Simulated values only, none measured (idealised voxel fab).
Presented below is a process module, voxel lift off.
cross-section cut | 195 nm wide | cells 5 nm
In this document a cross-section is written as a grid of square cells. It is given as a series of bands, listed from the top down, and a band is one or more rows of cells.
Band entry format. Leading values: height of top, height of bottom, nm. Remainder: materials in left-to-right order, each with its width in nm. Special words: "edge to edge" on a single material, which then fills the band edge to edge; "blank", empty space.
We count height from 0. Below that, the starting wafer is all one material. The lowest band never ends at the bottom but goes on down; see "0 -> down" for how that is written.
When a width is written as two numbers, as in "30->40", the first number is the width in the top row of cells of the band and the second is the width in its bottom row, and the width changes by the same amount from each row to the next.
A step reported as "nothing different" is a step in which no cell of the cross-section changed.
"Sealed voids": sealed empty spaces, 8 cells or more, no open way to top, listed width x height at distance, with distance from the left edge and width, height and distance in nm.
Whatever follows a step's settings on its line is a remark the simulator itself makes about that step.
What "overlay nm" on a step's line means: if the step has a mask, that mask lay this far to the right of its planned place, or, when the value is negative, to the left.

# Set out below are the planned steps of the process
1. op RECEIVE | material Si
2. op CONFORMAL_DEP | material SiO2 | thk nm 10
3. op PATTERN | tone open | mask id LINES | material resist | width nm 20 | pitch nm 40 | thk nm 25 | overlay nm -15
4. op DIRECTIONAL_DEP | material Ru | thk nm 15
5. op STRIP | etch materials resist
6. op CONFORMAL_DEP | material SiO2 | thk nm 10
Keep in mind the plan's value for the overlay nm of step 3 comes from the first wafer; the wafers don't share that setting, but they do share the same starting point.

# Step 1 complete: as-received cross-section of the first of several wafers
- 0 -> down | Si edge to edge
- Sealed voids: none

# Per wafer (row), end of module: delta in cells per material since receipt, (+) for gained, (-) for lost; closed voids after that
overlay nm -15, +24 Ru, +180 SiO2, Sealed voids: none
overlay nm -10, +24 Ru, +180 SiO2, Sealed voids: none
overlay nm -5, +24 Ru, +180 SiO2, Sealed voids: none
overlay nm 0, +24 Ru, +180 SiO2, Sealed voids: none
overlay nm 5, +24 Ru, +180 SiO2, Sealed voids: none
overlay nm 10, +24 Ru, +180 SiO2, Sealed voids: none
overlay nm 15, +24 Ru, +180 SiO2, Sealed voids: none
